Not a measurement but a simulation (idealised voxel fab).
Herein follows the process module entitled voxel transistor to metal.
Square cell edge 5 nm, section width 275 nm, ID cut.
Cross-section = grid of square cells, listed top down in bands; band = one or more rows.
Band: top and bottom heights (nm) first, top before bottom; then materials from left to right, widths in nm. "all across" marks a sole material filling the band edge to edge. "blank" denotes empty space.
A quick word on heights: they are counted from 0, and under that level the wafer as it came to us is one material throughout. The lowest band is different from the rest in having no bottom; it simply continues downward, written as in "0 and below".
Width: "30 to 40" (first number = top row, second number = bottom row, same change from row to row of cells).
Key: "no change" - step with no changed cell in the cross-section.
"Closed void table" contains a list of empty spaces, each no smaller than 8 cells and without an open way to the top, written in the form width x height at distance with the distance from the left edge and all three in nm.
Whatever follows a step's settings on its line is a remark the simulator itself makes about that step.
overlay nm: how far to the right of its planned place the mask lay on this masked step (negative: to the left).

PLAN
- 1: RECEIVE [material Si]
- 2: CONFORMAL_DEP [material SiO2] [thk nm 5]
- 3: CONFORMAL_DEP [material SiN] [thk nm 15]
- 4: MASKED_ETCH [tone cover] [mask id ACTIVE] [width nm 105] [pitch nm 130] [etch materials SiN] [depth nm 15] [overlay nm 0]
- 5: MASKED_ETCH [tone cover] [mask id ACTIVE] [width nm 105] [pitch nm 130] [etch materials SiO2] [depth nm 5] [overlay nm 0]
- 6: MASKED_ETCH [tone cover] [mask id ACTIVE] [width nm 105] [pitch nm 130] [etch materials Si] [depth nm 25] [overlay nm 0]
- 7: FILL_DEP [material SiO2] [thk nm 5]
- 8: CMP [height nm 20]
- 9: SELECTIVE_ETCH [etch materials SiO2] [depth nm 10]
- 10: STRIP [etch materials SiN]
- 11: SELECTIVE_ETCH [etch materials SiO2] [depth nm 5]
- 12: OXIDIZE [depth nm 5]
- 13: DIRECTIONAL_DEP [material polySi] [thk nm 25]
- 14: DIRECTIONAL_DEP [material SiCN] [thk nm 10]
- 15: PATTERN [tone cover] [mask id GATE] [material resist] [width nm 25] [pitch nm 130] [thk nm 20] [overlay nm 0]
- 16: DIRECTIONAL_ETCH [etch materials SiCN] [depth nm 20]
- 17: DIRECTIONAL_ETCH [etch materials polySi] [depth nm 35]
- 18: STRIP [etch materials resist]
- 19: CONFORMAL_DEP [material SiN] [thk nm 5]
- 20: DIRECTIONAL_ETCH [etch materials SiN] [depth nm 5]
- 21: DIRECTIONAL_ETCH [etch materials SiO2] [depth nm 5]
- 22: DIRECTIONAL_ETCH [etch materials Si] [depth nm 5]
- 23: EPI [material nSi] [thk nm 10]
- 24: FILL_DEP [material SiO2] [thk nm 10]
- 25: CMP [height nm 25]
- 26: STRIP [etch materials polySi]
- 27: SELECTIVE_ETCH [etch materials SiO2] [depth nm 5]
- 28: CONFORMAL_DEP [material HfO2] [thk nm 5]
- 29: CONFORMAL_DEP [material TiN] [thk nm 5]
- 30: FILL_DEP [material W] [thk nm 5]
- 31: CMP [height nm 20]
- 32: DIRECTIONAL_DEP [material SiO2] [thk nm 10]
- 33: PATTERN [tone open] [mask id CONTACT] [material resist] [width nm 15] [thk nm 15] [overlay nm 0]
- 34: DIRECTIONAL_ETCH [etch materials SiO2] [depth nm 30]
- 35: STRIP [etch materials resist]
- 36: CONFORMAL_DEP [material TiN] [thk nm 5]
- 37: FILL_DEP [material W] [thk nm 5]
- 38: CMP [height nm 30]
- 39: CONFORMAL_DEP [material SiCN] [thk nm 5]
- 40: DIRECTIONAL_DEP [material SiO2] [thk nm 15]
- 41: DIRECTIONAL_DEP [material aC] [thk nm 15]
- 42: PATTERN [tone open] [mask id METAL_1] [material resist] [width nm 15] [thk nm 35] [overlay nm 0]
- 43: DIRECTIONAL_ETCH [etch materials aC] [depth nm 15]
- 44: STRIP [etch materials resist]
- 45: DIRECTIONAL_ETCH [etch materials SiO2] [depth nm 15]
- 46: DIRECTIONAL_ETCH [etch materials SiCN] [depth nm 5]
- 47: STRIP [etch materials aC]
- 48: CONFORMAL_DEP [material TiN] [thk nm 5]
- 49: FILL_DEP [material W] [thk nm 5]
- 50: CMP [height nm 50]
- 51: EPI [material Ru] [thk nm 5]
- 52: FILL_DEP [material SiCN] [thk nm 5]

AS-RECEIVED WAFER CROSS-SECTION (AFTER STEP 1)
0 and below: Si all across
Closed void table: none

THE PLAN ABOVE WAS CARRIED OUT ON THE STARTING STRUCTURE ABOVE WITH ONE MISTAKE, AND THIS CROSS-SECTION SHOWS THE WAFER AT THE END OF THE MODULE
60 down to 55: SiCN all across
55 down to 50: 15 nm SiCN; 25 nm Ru; 45 nm SiCN; 25 nm Ru; 35 nm SiCN; 25 nm Ru; 45 nm SiCN; 25 nm Ru; 35 nm SiCN
50 down to 35: 20 nm SiO2; 5 nm TiN; 5 nm W; 5 nm TiN; 55 nm SiO2; 5 nm TiN; 5 nm W; 5 nm TiN; 45 nm SiO2; 5 nm TiN; 5 nm W; 5 nm TiN; 55 nm SiO2; 5 nm TiN; 5 nm W; 5 nm TiN; 40 nm SiO2
35 down to 30: 20 nm SiCN; 15 nm TiN; 55 nm SiCN; 15 nm TiN; 45 nm SiCN; 15 nm TiN; 55 nm SiCN; 15 nm TiN; 40 nm SiCN
30 down to 20: 30 nm SiO2; 5 nm TiN; 5 nm W; 5 nm TiN; 55 nm SiO2; 5 nm TiN; 5 nm W; 5 nm TiN; 45 nm SiO2; 5 nm TiN; 5 nm W; 5 nm TiN; 55 nm SiO2; 5 nm TiN; 5 nm W; 5 nm TiN; 30 nm SiO2
20 down to 5: 30 nm SiO2; 5 nm TiN; 5 nm W; 5 nm TiN; 10 nm SiO2; 5 nm SiN; 5 nm HfO2; 5 nm TiN; 5 nm W; 5 nm TiN; 5 nm HfO2; 5 nm SiN; 10 nm SiO2; 5 nm TiN; 5 nm W; 5 nm TiN; 45 nm SiO2; 5 nm TiN; 5 nm W; 5 nm TiN; 10 nm SiO2; 5 nm SiN; 5 nm HfO2; 5 nm TiN; 5 nm W; 5 nm TiN; 5 nm HfO2; 5 nm SiN; 10 nm SiO2; 5 nm TiN; 5 nm W; 5 nm TiN; 30 nm SiO2
5 down to 0: 15 nm SiO2; 5 nm SiN; 10 nm SiO2; 15 nm TiN; 10 nm nSi; 5 nm SiN; 5 nm HfO2; 15 nm TiN; 5 nm HfO2; 5 nm SiN; 10 nm nSi; 15 nm TiN; 10 nm SiO2; 5 nm SiN; 15 nm SiO2; 5 nm SiN; 10 nm SiO2; 15 nm TiN; 10 nm nSi; 5 nm SiN; 5 nm HfO2; 15 nm TiN; 5 nm HfO2; 5 nm SiN; 10 nm nSi; 15 nm TiN; 10 nm SiO2; 5 nm SiN; 15 nm SiO2
0 down to -5: 20 nm SiO2; 35 nm nSi; 35 nm HfO2; 35 nm nSi; 25 nm SiO2; 35 nm nSi; 35 nm HfO2; 35 nm nSi; 20 nm SiO2
-5 down to -10: 20 nm SiO2; 35 nm nSi; 35 nm Si; 35 nm nSi; 25 nm SiO2; 35 nm nSi; 35 nm Si; 35 nm nSi; 20 nm SiO2
-10 down to -25: 20 nm SiO2; 105 nm Si; 25 nm SiO2; 105 nm Si; 20 nm SiO2
-25 and below: Si all across
Closed void table: none
Against the plan, the run slipped here: step 42 was not run as planned; what actually ran was PATTERN [tone open] [mask id METAL_1] [material resist] [width nm 15] [thk nm 35] [overlay nm -10]
